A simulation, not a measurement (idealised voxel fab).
The process module presented herein is designated voxel self aligned contacts.
The cross-section shown here is cut; it is 300 nm wide and divided into square cells measuring 5 nm on a side.
A cross-section is a grid of square cells, given in bands from the top down. A band is one or more rows of cells.
A band entry consists of two parts. The first gives the height of the band's top and the height of its bottom, in nm. The rest lists the band's materials from left to right, each with its width in nm. A single material labelled with the word "throughout" fills the band from edge to edge, and the word "air" marks empty space.
The level at which height equals 0 is the one under which the wafer, as it arrives, is entirely one material. No lower edge exists for the bottom band, which continues downward and is notated as in "0 and below".
The expression "30..40" gives the width at the extremes of the band, the first number at its top row of cells and the second at its bottom row, with the width changing by equal amounts from each row to the next in between.
A step reported as "nothing got changed" is a step in which no cell of the cross-section changed.
The label "Sealed internal voids" introduces a list of the empty spaces, 8 cells or larger, that have no open way up to the top; each entry in it reads width x height at distance, where the distance is taken from the left edge and all three are stated in nm.
It should be noted that, on the line of a given step, the content following the step's settings is a remark produced by the simulator itself with respect to that step.
A step's line can hold "overlay nm"; with a mask on that step, the setting says how far right of the planned place the mask lay, while a negative setting says it lay to the left.

### Process steps (planned)
1. RECEIVE | material Si
2. CONFORMAL_DEP | material SiO2 | thk nm 5
3. DIRECTIONAL_DEP | material polySi | thk nm 20
4. DIRECTIONAL_DEP | material SiN | thk nm 20
5. MASKED_ETCH | tone cover | mask id GATE | width nm 35 | pitch nm 60 | etch materials SiN | depth nm 20 | overlay nm 0
6. MASKED_ETCH | tone cover | mask id GATE | width nm 35 | pitch nm 60 | etch materials polySi | depth nm 20 | overlay nm 0
7. CONFORMAL_DEP | material SiN | thk nm 5
8. DIRECTIONAL_ETCH | etch materials SiN | depth nm 5
9. FILL_DEP | material SiO2 | thk nm 15
10. CMP | height nm 50
11. PATTERN | tone open | mask id CONTACT | material resist | width nm 45 | thk nm 15 | overlay nm 0
12. DIRECTIONAL_ETCH | etch materials SiO2 | depth nm 50
13. STRIP | etch materials resist
14. CONFORMAL_DEP | material TiN | thk nm 5
15. FILL_DEP | material W | thk nm 10
16. CMP | height nm 50
17. CONFORMAL_DEP | material SiN | thk nm 5

### Wafer cross-section on receipt, i.e. after step 1
> 0 and below | Si throughout
> Sealed internal voids: none

### Sectioned view, first of two wafers, at the close of the module, processed as intended in the plan
> 55 down to 50 | SiN throughout
> 50 down to 45 | 125 of SiO2 | 20 of TiN | 5 of W | 20 of TiN | 130 of SiO2
> 45 down to 25 | 95 of SiO2 | 45 of SiN | 5 of TiN | 5 of W | 5 of TiN | 45 of SiN | 100 of SiO2
> 25 down to 5 | 95 of SiO2 | 5 of SiN | 35 of polySi | 5 of SiN | 5 of TiN | 5 of W | 5 of TiN | 5 of SiN | 35 of polySi | 5 of SiN | 100 of SiO2
> 5 down to 0 | 140 of SiO2 | 15 of TiN | 145 of SiO2
> 0 and below | Si throughout
> Sealed internal voids: none

### So this is wafer number two of the two, cut at the end of the module - it started where the first did and had the same plan, we just got one thing wrong running it
> 55 down to 50 | SiN throughout
> 50 down to 45 | 95 of SiO2 | 45 of SiN | 5 of TiN | 5 of W | 5 of TiN | 45 of SiN | 100 of SiO2
> 45 down to 30 | 95 of SiO2 | 5 of SiN | 35 of polySi | 5 of SiN | 5 of TiN | 5 of W | 5 of TiN | 5 of SiN | 35 of polySi | 5 of SiN | 100 of SiO2
> 30 down to 25 | 95 of SiO2 | 5 of SiN | 35 of polySi | 5 of SiN | 15 of TiN | 5 of SiN | 35 of polySi | 5 of SiN | 100 of SiO2
> 25 down to 5 | polySi throughout
> 5 down to 0 | SiO2 throughout
> 0 and below | Si throughout
> Sealed internal voids: none
Which mistake was made when the wafer was run? heads up, step 3 of the plan got done twice
Final difference in cells, second wafer against first, listed per material as more or fewer: 54 fewer of SiN; 165 fewer of SiO2; 16 fewer of TiN; 5 fewer of W; 240 more of polySi
